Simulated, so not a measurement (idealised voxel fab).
process module | voxel lift off
cross-section cut | 155 nm wide | cells 5 nm
A cross-section is a grid of square cells, given in bands from the top down. A band is one or more rows of cells.
Each band's line starts with the height of the band's top and of its bottom, in nm. Then come its materials from left to right, each with its width in nm. One material with "throughout" fills the band from edge to edge. "air" is empty space.
Height 0 is the level under which the wafer as received is all one material. The lowest band goes on downwards, as in "0 down".
A width such as "30 to 40" changes by the same amount from each row of cells to the next, from the band's top row to its bottom row.
"no change" after a step means that no cell of the cross-section changed.
closed voids: empty space of 8 cells or more with no open way to the top, each as width x height at its distance from the left edge, in nm
after a step's settings: what the simulator itself notes on the step
overlay nm, on a step with a mask: how far to the right of its planned place the mask lay; to the left if negative
plan
1 op RECEIVE | material Si
2 op CONFORMAL_DEP | material Al2O3 | thk nm 15
3 op PATTERN | tone open | mask id LINES | material resist | width nm 15 | pitch nm 40 | thk nm 25 | overlay nm 0
4 op DIRECTIONAL_DEP | material Ru | thk nm 15
5 op STRIP | etch materials resist
6 op CONFORMAL_DEP | material SiO2 | thk nm 5
as received, after step 1
  0 down: Si throughout
  closed voids: none
a wafer at the end: this start, this plan, one mistake
  35 to 30: air 35 | SiO2 25 | air 15 | SiO2 25 | air 15 | SiO2 25 | air 15
  30 to 20: air 35 | SiO2 5 | Ru 15 | SiO2 5 | air 15 | SiO2 5 | Ru 15 | SiO2 5 | air 15 | SiO2 5 | Ru 15 | SiO2 5 | air 15
  20 to 15: SiO2 40 | Ru 15 | SiO2 25 | Ru 15 | SiO2 25 | Ru 15 | SiO2 20
  15 to 0: Al2O3 throughout
  0 down: Si throughout
  closed voids: none
what went wrong: step 3 ran as: op PATTERN | tone open | mask id LINES | material resist | width nm 15 | pitch nm 40 | thk nm 25 | overlay nm 10
